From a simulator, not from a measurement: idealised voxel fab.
Process module, titled voxel gate over fins
FYI the section here is cut, 270 nm wide, cells are 5 nm squares.
Cross-section spec: square-cell grid; bands listed top down; each band is one or more rows.
Band: top and bottom heights (nm) first, top before bottom; then materials from left to right, widths in nm. "all across" marks a sole material filling the band edge to edge. "empty" denotes empty space.
The reference from which all heights are counted is 0, the level beneath which the as-received wafer is entirely one material; the lowest band, having no lower bound, proceeds downward and is written after the example "z 0 and below".
A two-number width, for instance "30->40", indicates that the width is equal to the first number in the top row of the band and to the second number in the bottom row, and that it changes by a constant amount per row of cells.
For the purposes of this document, the phrase "nothing changed" attached to a step denotes that no cell within the cross-section was modified by that step.
"Entrapped void list" contains a list of empty spaces, each no smaller than 8 cells and without an open way to the top, written in the form width x height at distance with the distance from the left edge and all three in nm.
The remark found on a step's line after its settings is issued by the simulator itself and pertains to that step.
A step line may carry the setting "overlay nm", which, for steps involving a mask, states the distance by which the mask lay to the right of its intended position; negative values denote displacement to the left.

# The process steps that were planned are listed below
1. RECEIVE (material Si)
2. CONFORMAL_DEP (material SiN; thk nm 5)
3. PATTERN (tone cover; mask id FINS; material resist; width nm 15; pitch nm 40; thk nm 15; overlay nm 0)
4. DIRECTIONAL_ETCH (etch materials SiN; depth nm 5)
5. DIRECTIONAL_ETCH (etch materials Si; depth nm 35)
6. STRIP (etch materials resist)
7. OXIDIZE (depth nm 5)
8. FILL_DEP (material SiO2; thk nm 15)
9. CMP (height nm 5)
10. SELECTIVE_ETCH (etch materials SiO2; depth nm 15)
11. STRIP (etch materials SiN)
12. CONFORMAL_DEP (material HfO2; thk nm 5)
13. CONFORMAL_DEP (material TiN; thk nm 5)
14. CONFORMAL_DEP (material TiAl; thk nm 5)
15. CONFORMAL_DEP (material TiN; thk nm 5)
16. FILL_DEP (material W; thk nm 15)
17. CMP (height nm 30)
18. CONFORMAL_DEP (material SiN; thk nm 10)

# Cross-section of the wafer as it came to us, i.e., already through step 1
    z 0 and below  Si all across
    Entrapped void list: none

# One mistake in running the module, otherwise start and plan as above: cross-section at the end
    z 40 to 30  SiN all across
    z 30 to 20  W all across
    z 20 to 15  70 W, then 125 TiN, then 75 W
    z 15 to 10  70 W, then 5 TiN, then 35 TiAl, then 5 TiN, then 35 TiAl, then 5 TiN, then 35 TiAl, then 5 TiN, then 75 W
    z 10 to 5  75 TiN, then 5 TiAl, then 25 TiN, then 5 TiAl, then 5 TiN, then 5 TiAl, then 25 TiN, then 5 TiAl, then 5 TiN, then 5 TiAl, then 25 TiN, then 5 TiAl, then 80 TiN
    z 5 to 0  80 TiAl, then 5 TiN, then 15 SiN, then 5 TiN, then 15 TiAl, then 5 TiN, then 15 SiN, then 5 TiN, then 15 TiAl, then 5 TiN, then 15 SiN, then 5 TiN, then 85 TiAl
    z 0 to -5  85 TiN, then 5 SiN, then 5 Si, then 5 SiN, then 25 TiN, then 5 SiN, then 5 Si, then 5 SiN, then 25 TiN, then 5 SiN, then 5 Si, then 5 SiN, then 90 TiN
    z -5 to -10  90 SiN, then 5 Si, then 35 SiN, then 5 Si, then 35 SiN, then 5 Si, then 95 SiN
    z -10 to -40  90 SiO2, then 5 Si, then 35 SiO2, then 5 Si, then 35 SiO2, then 5 Si, then 95 SiO2
    z -40 and below  Si all across
    Entrapped void list: none
Finding, execution versus plan: step 12 was processed under conditions differing from the plan, specifically as CONFORMAL_DEP (material SiN; thk nm 5)
